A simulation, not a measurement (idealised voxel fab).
process module | voxel self aligned contacts
cross-section cut | 205 nm wide | cells 5 nm
A cross-section is a grid of square cells, given in bands from the top down. A band is one or more rows of cells.
Each band's line starts with the height of the band's top and of its bottom, in nm. Then come its materials from left to right, each with its width in nm. One material with "throughout" fills the band from edge to edge. "air" is empty space.
Height 0 is the level under which the wafer as received is all one material. The lowest band goes on downwards, as in "0 down".
A width such as "30 to 40" changes by the same amount from each row of cells to the next, from the band's top row to its bottom row.
"no change" after a step means that no cell of the cross-section changed.
closed voids: empty space of 8 cells or more with no open way to the top, each as width x height at its distance from the left edge, in nm
after a step's settings: what the simulator itself notes on the step
overlay nm, on a step with a mask: how far to the right of its planned place the mask lay; to the left if negative
plan
1 op RECEIVE | material Si
2 op CONFORMAL_DEP | material SiO2 | thk nm 5
3 op DIRECTIONAL_DEP | material polySi | thk nm 20
4 op DIRECTIONAL_DEP | material SiN | thk nm 15
5 op MASKED_ETCH | tone cover | mask id GATE | width nm 30 | pitch nm 65 | etch materials SiN | depth nm 15 | overlay nm 0
6 op MASKED_ETCH | tone cover | mask id GATE | width nm 30 | pitch nm 65 | etch materials polySi | depth nm 20 | overlay nm 0
7 op CONFORMAL_DEP | material SiN | thk nm 5
8 op DIRECTIONAL_ETCH | etch materials SiN | depth nm 5
9 op FILL_DEP | material SiO2 | thk nm 20
10 op CMP | height nm 50
11 op DIRECTIONAL_DEP | material aC | thk nm 10
12 op PATTERN | tone open | mask id CONTACT | material resist | width nm 45 | thk nm 25 | overlay nm 0
13 op DIRECTIONAL_ETCH | etch materials aC | depth nm 10
14 op STRIP | etch materials resist
15 op DIRECTIONAL_ETCH | etch materials SiO2 | depth nm 50
16 op STRIP | etch materials aC
17 op CONFORMAL_DEP | material TiN | thk nm 5
18 op FILL_DEP | material W | thk nm 10
19 op CMP | height nm 50
20 op CONFORMAL_DEP | material SiN | thk nm 5
as received, after step 1
  0 down: Si throughout
  closed voids: none
a wafer at the end: this start, this plan, one mistake
  55 to 50: SiN throughout
  50 to 40: SiO2 75 | TiN 5 to 20 | W 35 to 15 | TiN 5 to 10 | SiO2 85
  40 to 25: SiO2 50 | SiN 40 | TiN 5 | W 15 | TiN 5 | SiN 40 | SiO2 50
  25 to 5: SiO2 50 | SiN 5 | polySi 30 | SiN 5 | TiN 5 | W 15 | TiN 5 | SiN 5 | polySi 30 | SiN 5 | SiO2 50
  5 to 0: SiO2 90 | TiN 25 | SiO2 90
  0 down: Si throughout
  closed voids: none
what went wrong: step 12 ran as: op PATTERN | tone open | mask id CONTACT | material resist | width nm 45 | thk nm 25 | overlay nm -5
